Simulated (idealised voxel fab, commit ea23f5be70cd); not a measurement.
This is a process module. Its name is voxel gate over fins.
The width of the displayed cross-section, cut, is 290 nm; its cells are square, with a size of 5 nm.
Heads up, the way a cross-section reads in here is a grid of square cells, handed over as bands from the top down, with every band being one or more rows of cells. Within each band entry, the heights of the top and of the bottom of the band appear first, in that order and in nm; the materials of the band then follow from left to right, each with its corresponding width in nm. The designation "full width" on a single material indicates that it fills the band from edge to edge; the designation "empty" indicates empty space. Counting heights begins at 0, where everything beneath is, in the wafer as received, one material. The lowest band has no bottom; it goes on downwards, as "top 0, no bottom" shows. Width: "30 to 40" (first number = top row, second number = bottom row, same change from row to row of cells). For the purposes of this document, the phrase "no alterations made" attached to a step denotes that no cell within the cross-section was modified by that step. Entry "Trapped cavities". Content: empty spaces with no open connection to the top, size 8 cells or greater. Each: width x height at distance. Distance: from left edge. Unit: nm. Read whatever lies past the settings on a step's line as the simulator's own remark about the step. Each step line may optionally specify "overlay nm", which for a step with a mask gives the rightward distance between the mask's planned place and where it lay, a negative value indicating the leftward direction.

plan:
1 RECEIVE | material Si
2 CONFORMAL_DEP | material SiN | thk nm 10
3 DIRECTIONAL_DEP | material aC | thk nm 10
4 PATTERN | tone cover | mask id FINS | material resist | width nm 15 | pitch nm 45 | thk nm 30 | overlay nm 0
5 DIRECTIONAL_ETCH | etch materials aC | depth nm 10
6 STRIP | etch materials resist
7 DIRECTIONAL_ETCH | etch materials SiN | depth nm 10
8 DIRECTIONAL_ETCH | etch materials Si | depth nm 40
9 STRIP | etch materials aC
10 OXIDIZE | depth nm 5
11 FILL_DEP | material SiO2 | thk nm 5
12 CMP | height nm 10
13 SELECTIVE_ETCH | etch materials SiO2 | depth nm 25
14 STRIP | etch materials SiN
15 CONFORMAL_DEP | material HfO2 | thk nm 5
16 CONFORMAL_DEP | material TiN | thk nm 5
17 CONFORMAL_DEP | material TiAl | thk nm 5
18 CONFORMAL_DEP | material TiN | thk nm 5
19 FILL_DEP | material W | thk nm 10
20 CMP | height nm 25
21 CONFORMAL_DEP | material SiN | thk nm 5

Wafer as received: cross-section following step 1:
top 0, no bottom: Si full width
Trapped cavities: none

First wafer of two, sectioned at end of module; run went per plan:
top 30, bottom 25: SiN full width
top 25, bottom 20: W full width
top 20, bottom 15: W: 75 / TiN: 135 / W: 80
top 15, bottom 10: W: 75 / TiN: 5 / TiAl: 35 / TiN: 10 / TiAl: 35 / TiN: 10 / TiAl: 35 / TiN: 5 / W: 80
top 10, bottom 5: W: 75 / TiN: 5 / TiAl: 5 / TiN: 25 / TiAl: 5 / TiN: 10 / TiAl: 5 / TiN: 25 / TiAl: 5 / TiN: 10 / TiAl: 5 / TiN: 25 / TiAl: 5 / TiN: 5 / W: 80
top 5, bottom 0: TiN: 80 / TiAl: 5 / TiN: 5 / HfO2: 15 / TiN: 5 / TiAl: 5 / TiN: 10 / TiAl: 5 / TiN: 5 / HfO2: 15 / TiN: 5 / TiAl: 5 / TiN: 10 / TiAl: 5 / TiN: 5 / HfO2: 15 / TiN: 5 / TiAl: 5 / TiN: 85
top 0, bottom -5: TiAl: 85 / TiN: 5 / HfO2: 5 / Si: 5 / HfO2: 5 / TiN: 5 / TiAl: 20 / TiN: 5 / HfO2: 5 / Si: 5 / HfO2: 5 / TiN: 5 / TiAl: 20 / TiN: 5 / HfO2: 5 / Si: 5 / HfO2: 5 / TiN: 5 / TiAl: 90
top -5, bottom -10: TiN: 90 / HfO2: 5 / Si: 5 / HfO2: 5 / TiN: 30 / HfO2: 5 / Si: 5 / HfO2: 5 / TiN: 30 / HfO2: 5 / Si: 5 / HfO2: 5 / TiN: 95
top -10, bottom -15: HfO2: 95 / Si: 5 / HfO2: 40 / Si: 5 / HfO2: 40 / Si: 5 / HfO2: 100
top -15, bottom -45: SiO2: 95 / Si: 5 / SiO2: 40 / Si: 5 / SiO2: 40 / Si: 5 / SiO2: 100
top -45, no bottom: Si full width
Trapped cavities: none

End-of-module cross-section of the second wafer: identical starting point and process plan to the first, with one processing mistake:
top 30, bottom 25: SiN full width
top 25, bottom 20: W full width
top 20, bottom 15: W: 75 / TiN: 135 / W: 80
top 15, bottom 10: W: 75 / TiN: 5 / TiAl: 35 / TiN: 10 / TiAl: 35 / TiN: 10 / TiAl: 35 / TiN: 5 / W: 80
top 10, bottom 5: W: 75 / TiN: 5 / TiAl: 5 / TiN: 25 / TiAl: 5 / TiN: 10 / TiAl: 5 / TiN: 25 / TiAl: 5 / TiN: 10 / TiAl: 5 / TiN: 25 / TiAl: 5 / TiN: 5 / W: 80
top 5, bottom 0: W: 75 / TiN: 5 / TiAl: 5 / TiN: 5 / HfO2: 15 / TiN: 5 / TiAl: 5 / TiN: 10 / TiAl: 5 / TiN: 5 / HfO2: 15 / TiN: 5 / TiAl: 5 / TiN: 10 / TiAl: 5 / TiN: 5 / HfO2: 15 / TiN: 5 / TiAl: 5 / TiN: 5 / W: 80
top 0, bottom -20: W: 75 / TiN: 5 / TiAl: 5 / TiN: 5 / HfO2: 5 / Si: 5 / HfO2: 5 / TiN: 5 / TiAl: 5 / TiN: 10 / TiAl: 5 / TiN: 5 / HfO2: 5 / Si: 5 / HfO2: 5 / TiN: 5 / TiAl: 5 / TiN: 10 / TiAl: 5 / TiN: 5 / HfO2: 5 / Si: 5 / HfO2: 5 / TiN: 5 / TiAl: 5 / TiN: 5 / W: 80
top -20, bottom -25: TiN: 80 / TiAl: 5 / TiN: 5 / HfO2: 5 / Si: 5 / HfO2: 5 / TiN: 5 / TiAl: 5 / TiN: 10 / TiAl: 5 / TiN: 5 / HfO2: 5 / Si: 5 / HfO2: 5 / TiN: 5 / TiAl: 5 / TiN: 10 / TiAl: 5 / TiN: 5 / HfO2: 5 / Si: 5 / HfO2: 5 / TiN: 5 / TiAl: 5 / TiN: 85
top -25, bottom -30: TiAl: 85 / TiN: 5 / HfO2: 5 / Si: 5 / HfO2: 5 / TiN: 5 / TiAl: 20 / TiN: 5 / HfO2: 5 / Si: 5 / HfO2: 5 / TiN: 5 / TiAl: 20 / TiN: 5 / HfO2: 5 / Si: 5 / HfO2: 5 / TiN: 5 / TiAl: 90
top -30, bottom -35: TiN: 90 / HfO2: 5 / Si: 5 / HfO2: 5 / TiN: 30 / HfO2: 5 / Si: 5 / HfO2: 5 / TiN: 30 / HfO2: 5 / Si: 5 / HfO2: 5 / TiN: 95
top -35, bottom -40: HfO2: 95 / Si: 5 / HfO2: 40 / Si: 5 / HfO2: 40 / Si: 5 / HfO2: 100
top -40, bottom -45: SiO2: 95 / Si: 5 / SiO2: 40 / Si: 5 / SiO2: 40 / Si: 5 / SiO2: 100
top -45, no bottom: Si full width
Trapped cavities: none
Here's what went sideways: regarding the plan, step 13 was run twice
Wafer comparison, final, in cells, second relative to first, materials more or fewer: HfO2: 30 more | SiO2: 275 fewer | TiAl: 30 more | TiN: 60 more | W: 155 more
